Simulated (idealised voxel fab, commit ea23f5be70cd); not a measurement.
Process module, titled voxel wiring stack
FYI the section here is cut, 170 nm wide, cells are 5 nm squares.
In this document a cross-section is written as a grid of square cells. It is given as a series of bands, listed from the top down, and a band is one or more rows of cells. Heights first: top, then bottom, in nm. Then materials, left to right, each with a width in nm. "full width" on a single material: fills the band edge to edge. "empty": empty space. Counting heights begins at 0, where everything beneath is, in the wafer as received, one material. The lowest band has no bottom; it goes on downwards, as "0 and below" shows. Quick explanation for "30 to 40": the width changes in equal steps down the rows of cells, from the first number in the band's top row to the second number in its bottom row. For the purposes of this document, the phrase "remained unchanged" attached to a step denotes that no cell within the cross-section was modified by that step. What "Entrapped voids" gives you is every empty space of 8 cells or more that is cut off from the top. Each appears as width x height at distance, with the distance taken from the left edge and width, height and distance all in nm. It should be noted that, on the line of a given step, the content following the step's settings is a remark produced by the simulator itself with respect to that step. For masked steps, "overlay nm" on the step line gives how far right of plan the mask actually lay; a minus sign means it lay to the left.

The planned process steps are enumerated hereunder:
1. RECEIVE: material Si
2. CONFORMAL_DEP: material SiO2, thk nm 10
3. DIRECTIONAL_DEP: material TiN, thk nm 5
4. DIRECTIONAL_DEP: material Ru, thk nm 25
5. PATTERN: tone cover, mask id METAL_1, material resist, width nm 20, pitch nm 45, thk nm 20, overlay nm 0
6. DIRECTIONAL_ETCH: etch materials Ru, depth nm 25
7. DIRECTIONAL_ETCH: etch materials TiN, depth nm 5
8. STRIP: etch materials resist
9. CONFORMAL_DEP: material SiN, thk nm 5
10. FILL_DEP: material lowk, thk nm 10
11. CMP: height nm 40
12. CONFORMAL_DEP: material SiCN, thk nm 5
13. DIRECTIONAL_DEP: material SiO2, thk nm 10
14. DIRECTIONAL_DEP: material aC, thk nm 10
15. PATTERN: tone open, mask id PLUG_1, material resist, width nm 15, pitch nm 45, thk nm 30, overlay nm 0
16. DIRECTIONAL_ETCH: etch materials aC, depth nm 10
17. STRIP: etch materials resist
18. DIRECTIONAL_ETCH: etch materials SiO2, depth nm 10
19. DIRECTIONAL_ETCH: etch materials SiCN, depth nm 5
20. STRIP: etch materials aC
21. CONFORMAL_DEP: material TiN, thk nm 5
22. FILL_DEP: material Cu, thk nm 5
23. CMP: height nm 55
24. DIRECTIONAL_DEP: material TiN, thk nm 5
25. DIRECTIONAL_DEP: material Ru, thk nm 20
26. PATTERN: tone cover, mask id METAL_2, material resist, width nm 20, pitch nm 45, thk nm 15, overlay nm 0
27. DIRECTIONAL_ETCH: etch materials Ru, depth nm 20
28. DIRECTIONAL_ETCH: etch materials TiN, depth nm 5
29. STRIP: etch materials resist
30. FILL_DEP: material lowk, thk nm 5
31. CMP: height nm 80
32. CONFORMAL_DEP: material SiCN, thk nm 5
The thk nm used in step 3 is not the same on every wafer, whereas the starting condition is; the value printed in the plan is the first wafer's.

As received, i.e. after step 1: cross-section through the first of several wafers:
    0 and below | Si full width
    Entrapped voids: none

Cross-section of the first of several wafers, taken after step 32, where the module ends:
    85 down to 80 | SiCN full width
    80 down to 60 | lowk=50 / Ru=20 / lowk=25 / Ru=20 / lowk=55
    60 down to 55 | lowk=50 / TiN=20 / lowk=25 / TiN=20 / lowk=55
    55 down to 45 | SiO2=50 / TiN=5 / Cu=5 / TiN=5 / SiO2=30 / TiN=5 / Cu=5 / TiN=5 / SiO2=60
    45 down to 40 | SiCN=50 / TiN=15 / SiCN=30 / TiN=15 / SiCN=60
    40 down to 15 | lowk=45 / SiN=5 / Ru=20 / SiN=5 / lowk=15 / SiN=5 / Ru=20 / SiN=5 / lowk=50
    15 down to 10 | SiN=50 / TiN=20 / SiN=25 / TiN=20 / SiN=55
    10 down to 0 | SiO2 full width
    0 and below | Si full width
    Entrapped voids: none

Cross-section of the last wafer at end of module:
    85 down to 80 | SiCN full width
    80 down to 60 | lowk=50 / Ru=20 / lowk=25 / Ru=20 / lowk=55
    60 down to 55 | lowk=50 / TiN=20 / lowk=25 / TiN=20 / lowk=55
    55 down to 45 | SiO2=50 / TiN=5 / Cu=5 / TiN=5 / SiO2=30 / TiN=5 / Cu=5 / TiN=5 / SiO2=60
    45 down to 40 | SiCN=50 / TiN=15 / SiCN=30 / TiN=15 / SiCN=60
    40 down to 30 | lowk=45 / SiN=5 / Ru=20 / SiN=5 / lowk=15 / SiN=5 / Ru=20 / SiN=5 / lowk=50
    30 down to 25 | SiN=50 / TiN=20 / SiN=25 / TiN=20 / SiN=55
    25 down to 10 | TiN full width
    10 down to 0 | SiO2 full width
    0 and below | Si full width
    Entrapped voids: none

Row per wafer, end-of-module: cell gain (+)/loss (-) by material since the wafer came in, then closed voids:
thk nm 5; +4 Cu; +72 Ru; +62 SiCN; +46 SiN; +124 SiO2; +30 TiN; +240 lowk; Entrapped voids: none
thk nm 10; +4 Cu; +64 Ru; +62 SiCN; +42 SiN; +124 SiO2; +64 TiN; +218 lowk; Entrapped voids: none
thk nm 15; +4 Cu; +56 Ru; +62 SiCN; +38 SiN; +124 SiO2; +98 TiN; +196 lowk; Entrapped voids: none
thk nm 20; +4 Cu; +48 Ru; +62 SiCN; +34 SiN; +124 SiO2; +132 TiN; +174 lowk; Entrapped voids: none
